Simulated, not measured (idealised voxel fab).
process module | voxel local oxidation
cross-section cut | 250 nm wide | cells 5 nm
A cross-section is a grid of square cells, given in bands from the top down. A band is one or more rows of cells.
Each band's line starts with the height of the band's top and of its bottom, in nm. Then come its materials from left to right, each with its width in nm. One material with "throughout" fills the band from edge to edge. "air" is empty space.
Height 0 is the level under which the wafer as received is all one material. The lowest band goes on downwards, as in "0 down".
A width such as "30 to 40" changes by the same amount from each row of cells to the next, from the band's top row to its bottom row.
"no change" after a step means that no cell of the cross-section changed.
closed voids: empty space of 8 cells or more with no open way to the top, each as width x height at its distance from the left edge, in nm
after a step's settings: what the simulator itself notes on the step
overlay nm, on a step with a mask: how far to the right of its planned place the mask lay; to the left if negative
plan
1 op RECEIVE | material Si
2 op CONFORMAL_DEP | material SiO2 | thk nm 5
3 op CONFORMAL_DEP | material SiN | thk nm 15
4 op PATTERN | tone cover | mask id ACTIVE | material resist | width nm 130 | thk nm 15 | overlay nm 0
5 op DIRECTIONAL_ETCH | etch materials SiN | depth nm 15
6 op STRIP | etch materials resist
7 op SELECTIVE_ETCH | etch materials SiO2 | depth nm 5
8 op OXIDIZE | depth nm 15
9 op STRIP | etch materials SiN
varied across the wafers: thk nm of step 2. The plan shows the first wafer's value. All wafers start alike
first wafer as received, after step 1
  0 down: Si throughout
  closed voids: none
first wafer at the end, after step 9
  5 to 0: air 65 | SiO2 120 | air 65
  0 to -15: SiO2 80 | Si 90 | SiO2 80
  -15 down: Si throughout
  closed voids: none
last wafer at the end
  20 to 15: air 65 | SiO2 120 | air 65
  15 to 0: SiO2 throughout
  0 down: Si throughout
  closed voids: none
each wafer at the end: cells of each material gained (+) or lost (-) since it was received, then its closed voids
thk nm 5 | -96 Si | +120 SiO2 | closed voids: none
thk nm 10 | +74 SiO2 | closed voids: none
thk nm 15 | +124 SiO2 | closed voids: none
thk nm 20 | +174 SiO2 | closed voids: none
